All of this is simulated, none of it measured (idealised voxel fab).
Presented below is a process module, voxel ribs on slabs.
The width of the displayed cross-section, cut, is 145 nm; its cells are square, with a size of 5 nm.
How to read a cross-section here: the picture is a grid of square cells, written as bands going from the top down, and any band can span one or more rows of cells. A band entry consists of two parts. The first gives the height of the band's top and the height of its bottom, in nm. The rest lists the band's materials from left to right, each with its width in nm. A single material labelled with the word "throughout" fills the band from edge to edge, and the word "air" marks empty space. Convention: height 0 is the level below which the wafer, as received, is all one material. The lowest band does not terminate at the bottom but continues downward, represented as "z 0 and below". Think of "30 to 40" as a width that walks from the first number to the second as you go down the band, top row to bottom row, taking equal-sized steps from row to row. No cell of the cross-section changed in a step that is given as "stayed the same". "Enclosed cavity list" lists enclosed empty spaces (at least 8 cells, no open path upward to the top), each as width x height at distance from the left edge, in nm. Formally, on a step line, whatever follows the settings is a remark that the simulator itself makes on the step. A step line may carry the setting "overlay nm", which, for steps involving a mask, states the distance by which the mask lay to the right of its intended position; negative values denote displacement to the left.

-- Steps planned for the process
1 RECEIVE, material Si
2 DIRECTIONAL_DEP, material SiO2, thk nm 20
3 DIRECTIONAL_DEP, material polySi, thk nm 25
4 PATTERN, tone cover, mask id RIB, material resist, width nm 30, thk nm 15, overlay nm 0
5 DIRECTIONAL_ETCH, etch materials polySi, depth nm 20
6 STRIP, etch materials resist
7 DIRECTIONAL_DEP, material aC, thk nm 10
8 PATTERN, tone cover, mask id SLAB, material resist, width nm 80, thk nm 30, overlay nm 0
9 DIRECTIONAL_ETCH, etch materials aC, depth nm 10
10 STRIP, etch materials resist
11 DIRECTIONAL_ETCH, etch materials polySi, depth nm 5
12 STRIP, etch materials aC
13 FILL_DEP, material SiO2, thk nm 25
14 CMP, height nm 70
15 DIRECTIONAL_DEP, material W, thk nm 5
16 MASKED_ETCH, tone cover, mask id HEATER, width nm 40, etch materials W, depth nm 5, overlay nm 0
17 CONFORMAL_DEP, material SiN, thk nm 5
It is noted that the wafers described herein are identical at the outset and are distinguished by the thk nm of step 2; the value stated in the plan corresponds to the first wafer.

-- Cut through the first of several wafers as received, post step 1
    z 0 and below: Si throughout
    Enclosed cavity list: none

-- Once step 17, the last step, is complete, the module is at its end; this is the cross-section of the first of several wafers
    z 80 to 75: 45 of air, 50 of SiN, 50 of air
    z 75 to 70: 50 of SiN, 40 of W, 55 of SiN
    z 70 to 45: SiO2 throughout
    z 45 to 25: 55 of SiO2, 30 of polySi, 60 of SiO2
    z 25 to 20: 30 of SiO2, 80 of polySi, 35 of SiO2
    z 20 to 0: SiO2 throughout
    z 0 and below: Si throughout
    Enclosed cavity list: none

-- Of the several wafers, the last: cross-section at the end of the module
    z 80 to 75: 45 of air, 50 of SiN, 50 of air
    z 75 to 70: 50 of SiN, 40 of W, 55 of SiN
    z 70 to 50: 55 of SiO2, 30 of polySi, 60 of SiO2
    z 50 to 45: 30 of SiO2, 80 of polySi, 35 of SiO2
    z 45 to 0: SiO2 throughout
    z 0 and below: Si throughout
    Enclosed cavity list: none

-- Below, a row for every wafer. Read it as the end-of-module picture: for each material the wafer shows its cells gained (+) or lost (-) since it was received, and then its closed voids
thk nm 20, +31 SiN, +366 SiO2, +8 W, +40 polySi, Enclosed cavity list: none
thk nm 25, +31 SiN, +366 SiO2, +8 W, +40 polySi, Enclosed cavity list: none
thk nm 30, +31 SiN, +366 SiO2, +8 W, +40 polySi, Enclosed cavity list: none
thk nm 35, +31 SiN, +366 SiO2, +8 W, +40 polySi, Enclosed cavity list: none
thk nm 40, +31 SiN, +366 SiO2, +8 W, +40 polySi, Enclosed cavity list: none
thk nm 45, +31 SiN, +366 SiO2, +8 W, +40 polySi, Enclosed cavity list: none
